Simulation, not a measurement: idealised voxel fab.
Process module, titled voxel trench capacitor
It is cross-section cut that appears here, measuring 275 nm in width, its square cells being 5 nm in size.
Heads up, the way a cross-section reads in here is a grid of square cells, handed over as bands from the top down, with every band being one or more rows of cells.
Band: top height; bottom height; in nm. Then, left to right: material with width in nm, for each material. "all across": a single material spanning edge to edge. "empty": empty space.
The reference from which all heights are counted is 0, the level beneath which the as-received wafer is entirely one material; the lowest band, having no lower bound, proceeds downward and is written after the example "top 0, no bottom".
When a width is written as two numbers, as in "30 to 40", the first number is the width in the top row of cells of the band and the second is the width in its bottom row, and the width changes by the same amount from each row to the next.
The designation "identical to before", where it is given for a processing step, indicates that no cell of the cross-section was altered in the course of that step.
So "Closed internal cavities" is basically the list of trapped voids: any empty space of 8 cells or more that can't reach the top through an opening. They're written width x height at distance, the distance being from the left edge, and it's all nm.
Past the settings on a step's line: simulator remark, on that step.
The optional step-line setting "overlay nm" applies to steps with a mask and quantifies how far to the right of its planned location the mask lay, a negative value indicating leftward placement.
-- The steps planned for the process are as follows
1: op RECEIVE | material Si
2: op CONFORMAL_DEP | material SiN | thk nm 10
3: op DIRECTIONAL_DEP | material aC | thk nm 10
4: op PATTERN | tone open | mask id TRENCH | material resist | width nm 25 | pitch nm 45 | thk nm 30 | overlay nm 0
5: op DIRECTIONAL_ETCH | etch materials aC | depth nm 10
6: op STRIP | etch materials resist
7: op DIRECTIONAL_ETCH | etch materials SiN | depth nm 10
8: op DIRECTIONAL_ETCH | etch materials Si | depth nm 25
9: op STRIP | etch materials aC
10: op CONFORMAL_DEP | material HfO2 | thk nm 5
11: op CONFORMAL_DEP | material TiN | thk nm 5
12: op FILL_DEP | material W | thk nm 10
13: op CMP | height nm 10
-- First of two wafers: run as planned
-- Incoming wafer in cross-section (state: after step 1)
> top 0, no bottom | Si all across
> Closed internal cavities: none
-- State of the wafer after step 2, shown in cross-section
> top 10, bottom 0 | SiN all across
> For the remainder of the cross-section, below 0, there is no change.
-- State of the wafer after step 3, shown in cross-section
> top 20, bottom 10 | aC all across
> For the remainder of the cross-section, below 10, there is no change.
-- State of the wafer after step 4, shown in cross-section
> top 50, bottom 20 | resist (55), empty (25), resist (20), empty (25), resist (20), empty (25), resist (20), empty (25), resist (60)
> For the remainder of the cross-section, below 20, there is no change.
-- State of the wafer after step 5, shown in cross-section
> top 40, bottom 20 | resist (55), empty (25), resist (20), empty (25), resist (20), empty (25), resist (20), empty (25), resist (60)
> top 20, bottom 10 | aC (55), empty (25), aC (20), empty (25), aC (20), empty (25), aC (20), empty (25), aC (60)
> For the remainder of the cross-section, below 10, there is no change.
-- State of the wafer after step 6, shown in cross-section
> top 20, bottom 10 | aC (55), empty (25), aC (20), empty (25), aC (20), empty (25), aC (20), empty (25), aC (60)
> For the remainder of the cross-section, below 10, there is no change.
-- State of the wafer after step 7, shown in cross-section
> top 20, bottom 10 | aC (55), empty (25), aC (20), empty (25), aC (20), empty (25), aC (20), empty (25), aC (60)
> top 10, bottom 0 | SiN (55), empty (25), SiN (20), empty (25), SiN (20), empty (25), SiN (20), empty (25), SiN (60)
> For the remainder of the cross-section, below 0, there is no change.
-- State of the wafer after step 8, shown in cross-section
> top 20, bottom 10 | aC (55), empty (25), aC (20), empty (25), aC (20), empty (25), aC (20), empty (25), aC (60)
> top 10, bottom 0 | SiN (55), empty (25), SiN (20), empty (25), SiN (20), empty (25), SiN (20), empty (25), SiN (60)
> top 0, bottom -25 | Si (55), empty (25), Si (20), empty (25), Si (20), empty (25), Si (20), empty (25), Si (60)
> For the remainder of the cross-section, below -25, there is no change.
-- State of the wafer after step 9, shown in cross-section
> top 10, bottom 0 | SiN (55), empty (25), SiN (20), empty (25), SiN (20), empty (25), SiN (20), empty (25), SiN (60)
> For the remainder of the cross-section, below 0, there is no change.
-- State of the wafer after step 10, shown in cross-section
> top 15, bottom 10 | HfO2 (60), empty (15), HfO2 (30), empty (15), HfO2 (30), empty (15), HfO2 (30), empty (15), HfO2 (65)
> top 10, bottom 0 | SiN (55), HfO2 (5), empty (15), HfO2 (5), SiN (20), HfO2 (5), empty (15), HfO2 (5), SiN (20), HfO2 (5), empty (15), HfO2 (5), SiN (20), HfO2 (5), empty (15), HfO2 (5), SiN (60)
> top 0, bottom -20 | Si (55), HfO2 (5), empty (15), HfO2 (5), Si (20), HfO2 (5), empty (15), HfO2 (5), Si (20), HfO2 (5), empty (15), HfO2 (5), Si (20), HfO2 (5), empty (15), HfO2 (5), Si (60)
> top -20, bottom -25 | Si (55), HfO2 (25), Si (20), HfO2 (25), Si (20), HfO2 (25), Si (20), HfO2 (25), Si (60)
> For the remainder of the cross-section, below -25, there is no change.
-- State of the wafer after step 11, shown in cross-section
> top 20, bottom 15 | TiN (65), empty (5), TiN (40), empty (5), TiN (40), empty (5), TiN (40), empty (5), TiN (70)
> top 15, bottom 10 | HfO2 (60), TiN (5), empty (5), TiN (5), HfO2 (30), TiN (5), empty (5), TiN (5), HfO2 (30), TiN (5), empty (5), TiN (5), HfO2 (30), TiN (5), empty (5), TiN (5), HfO2 (65)
> top 10, bottom 0 | SiN (55), HfO2 (5), TiN (5), empty (5), TiN (5), HfO2 (5), SiN (20), HfO2 (5), TiN (5), empty (5), TiN (5), HfO2 (5), SiN (20), HfO2 (5), TiN (5), empty (5), TiN (5), HfO2 (5), SiN (20), HfO2 (5), TiN (5), empty (5), TiN (5), HfO2 (5), SiN (60)
> top 0, bottom -15 | Si (55), HfO2 (5), TiN (5), empty (5), TiN (5), HfO2 (5), Si (20), HfO2 (5), TiN (5), empty (5), TiN (5), HfO2 (5), Si (20), HfO2 (5), TiN (5), empty (5), TiN (5), HfO2 (5), Si (20), HfO2 (5), TiN (5), empty (5), TiN (5), HfO2 (5), Si (60)
> top -15, bottom -20 | Si (55), HfO2 (5), TiN (15), HfO2 (5), Si (20), HfO2 (5), TiN (15), HfO2 (5), Si (20), HfO2 (5), TiN (15), HfO2 (5), Si (20), HfO2 (5), TiN (15), HfO2 (5), Si (60)
> For the remainder of the cross-section, below -20, there is no change.
-- State of the wafer after step 12, shown in cross-section
> top 30, bottom 20 | W all across
> top 20, bottom 15 | TiN (65), W (5), TiN (40), W (5), TiN (40), W (5), TiN (40), W (5), TiN (70)
> top 15, bottom 10 | HfO2 (60), TiN (5), W (5), TiN (5), HfO2 (30), TiN (5), W (5), TiN (5), HfO2 (30), TiN (5), W (5), TiN (5), HfO2 (30), TiN (5), W (5), TiN (5), HfO2 (65)
> top 10, bottom 0 | SiN (55), HfO2 (5), TiN (5), W (5), TiN (5), HfO2 (5), SiN (20), HfO2 (5), TiN (5), W (5), TiN (5), HfO2 (5), SiN (20), HfO2 (5), TiN (5), W (5), TiN (5), HfO2 (5), SiN (20), HfO2 (5), TiN (5), W (5), TiN (5), HfO2 (5), SiN (60)
> top 0, bottom -15 | Si (55), HfO2 (5), TiN (5), W (5), TiN (5), HfO2 (5), Si (20), HfO2 (5), TiN (5), W (5), TiN (5), HfO2 (5), Si (20), HfO2 (5), TiN (5), W (5), TiN (5), HfO2 (5), Si (20), HfO2 (5), TiN (5), W (5), TiN (5), HfO2 (5), Si (60)
> For the remainder of the cross-section, below -15, there is no change.
-- State of the wafer after step 13, shown in cross-section
> top 10, bottom 0 | SiN (55), HfO2 (5), TiN (5), W (5), TiN (5), HfO2 (5), SiN (20), HfO2 (5), TiN (5), W (5), TiN (5), HfO2 (5), SiN (20), HfO2 (5), TiN (5), W (5), TiN (5), HfO2 (5), SiN (20), HfO2 (5), TiN (5), W (5), TiN (5), HfO2 (5), SiN (60)
> For the remainder of the cross-section, below 0, there is no change.
-- Second Wafer (Identical Start and Plan, One Processing Error; Matches First Wafer Through Step 3)
-- Second wafer profile in section, at the moment step 4 of the plan was meant to be complete
> top 50, bottom 20 | empty (55), resist (25), empty (20), resist (25), empty (20), resist (25), empty (20), resist (25), empty (60)
> For the remainder of the cross-section, below 20, there is no change.
-- Second wafer profile in section, at the moment step 5 of the plan was meant to be complete
> top 40, bottom 20 | empty (55), resist (25), empty (20), resist (25), empty (20), resist (25), empty (20), resist (25), empty (60)
> top 20, bottom 10 | empty (55), aC (25), empty (20), aC (25), empty (20), aC (25), empty (20), aC (25), empty (60)
> For the remainder of the cross-section, below 10, there is no change.
-- Second wafer profile in section, at the moment step 6 of the plan was meant to be complete
> top 20, bottom 10 | empty (55), aC (25), empty (20), aC (25), empty (20), aC (25), empty (20), aC (25), empty (60)
> For the remainder of the cross-section, below 10, there is no change.
-- Second wafer profile in section, at the moment step 7 of the plan was meant to be complete
> top 20, bottom 10 | empty (55), aC (25), empty (20), aC (25), empty (20), aC (25), empty (20), aC (25), empty (60)
> top 10, bottom 0 | empty (55), SiN (25), empty (20), SiN (25), empty (20), SiN (25), empty (20), SiN (25), empty (60)
> For the remainder of the cross-section, below 0, there is no change.
-- Second wafer profile in section, at the moment step 8 of the plan was meant to be complete
> top 20, bottom 10 | empty (55), aC (25), empty (20), aC (25), empty (20), aC (25), empty (20), aC (25), empty (60)
> top 10, bottom 0 | empty (55), SiN (25), empty (20), SiN (25), empty (20), SiN (25), empty (20), SiN (25), empty (60)
> top 0, bottom -25 | empty (55), Si (25), empty (20), Si (25), empty (20), Si (25), empty (20), Si (25), empty (60)
> For the remainder of the cross-section, below -25, there is no change.
-- Second wafer profile in section, at the moment step 9 of the plan was meant to be complete
> top 10, bottom 0 | empty (55), SiN (25), empty (20), SiN (25), empty (20), SiN (25), empty (20), SiN (25), empty (60)
> For the remainder of the cross-section, below 0, there is no change.
-- Second wafer profile in section, at the moment step 10 of the plan was meant to be complete
> top 15, bottom 10 | empty (50), HfO2 (35), empty (10), HfO2 (35), empty (10), HfO2 (35), empty (10), HfO2 (35), empty (55)
> top 10, bottom 0 | empty (50), HfO2 (5), SiN (25), HfO2 (5), empty (10), HfO2 (5), SiN (25), HfO2 (5), empty (10), HfO2 (5), SiN (25), HfO2 (5), empty (10), HfO2 (5), SiN (25), HfO2 (5), empty (55)
> top 0, bottom -20 | empty (50), HfO2 (5), Si (25), HfO2 (5), empty (10), HfO2 (5), Si (25), HfO2 (5), empty (10), HfO2 (5), Si (25), HfO2 (5), empty (10), HfO2 (5), Si (25), HfO2 (5), empty (55)
> top -20, bottom -25 | HfO2 (55), Si (25), HfO2 (20), Si (25), HfO2 (20), Si (25), HfO2 (20), Si (25), HfO2 (60)
> For the remainder of the cross-section, below -25, there is no change.
-- Second wafer profile in section, at the moment step 11 of the plan was meant to be complete
> top 20, bottom 15 | empty (45), TiN (180), empty (50)
> top 15, bottom 10 | empty (45), TiN (5), HfO2 (35), TiN (10), HfO2 (35), TiN (10), HfO2 (35), TiN (10), HfO2 (35), TiN (5), empty (50)
> top 10, bottom 0 | empty (45), TiN (5), HfO2 (5), SiN (25), HfO2 (5), TiN (10), HfO2 (5), SiN (25), HfO2 (5), TiN (10), HfO2 (5), SiN (25), HfO2 (5), TiN (10), HfO2 (5), SiN (25), HfO2 (5), TiN (5), empty (50)
> top 0, bottom -15 | empty (45), TiN (5), HfO2 (5), Si (25), HfO2 (5), TiN (10), HfO2 (5), Si (25), HfO2 (5), TiN (10), HfO2 (5), Si (25), HfO2 (5), TiN (10), HfO2 (5), Si (25), HfO2 (5), TiN (5), empty (50)
> top -15, bottom -20 | TiN (50), HfO2 (5), Si (25), HfO2 (5), TiN (10), HfO2 (5), Si (25), HfO2 (5), TiN (10), HfO2 (5), Si (25), HfO2 (5), TiN (10), HfO2 (5), Si (25), HfO2 (5), TiN (55)
> For the remainder of the cross-section, below -20, there is no change.
-- Second wafer profile in section, at the moment step 12 of the plan was meant to be complete
> top 30, bottom 20 | W all across
> top 20, bottom 15 | W (45), TiN (180), W (50)
> top 15, bottom 10 | W (45), TiN (5), HfO2 (35), TiN (10), HfO2 (35), TiN (10), HfO2 (35), TiN (10), HfO2 (35), TiN (5), W (50)
> top 10, bottom 0 | W (45), TiN (5), HfO2 (5), SiN (25), HfO2 (5), TiN (10), HfO2 (5), SiN (25), HfO2 (5), TiN (10), HfO2 (5), SiN (25), HfO2 (5), TiN (10), HfO2 (5), SiN (25), HfO2 (5), TiN (5), W (50)
> top 0, bottom -15 | W (45), TiN (5), HfO2 (5), Si (25), HfO2 (5), TiN (10), HfO2 (5), Si (25), HfO2 (5), TiN (10), HfO2 (5), Si (25), HfO2 (5), TiN (10), HfO2 (5), Si (25), HfO2 (5), TiN (5), W (50)
> For the remainder of the cross-section, below -15, there is no change.
-- Second wafer profile in section, at the moment step 13 of the plan was meant to be complete
> top 10, bottom 0 | W (45), TiN (5), HfO2 (5), SiN (25), HfO2 (5), TiN (10), HfO2 (5), SiN (25), HfO2 (5), TiN (10), HfO2 (5), SiN (25), HfO2 (5), TiN (10), HfO2 (5), SiN (25), HfO2 (5), TiN (5), W (50)
> For the remainder of the cross-section, below 0, there is no change.
Run error: step 4 did not use the planned setting and instead ran as op PATTERN | tone cover | mask id TRENCH | material resist | width nm 25 | pitch nm 45 | thk nm 30 | overlay nm 0
Wafer comparison, final, in cells, second relative to first, materials more or fewer: HfO2: 15 more, Si: 75 fewer, SiN: 30 fewer, TiN: 15 more, W: 75 more
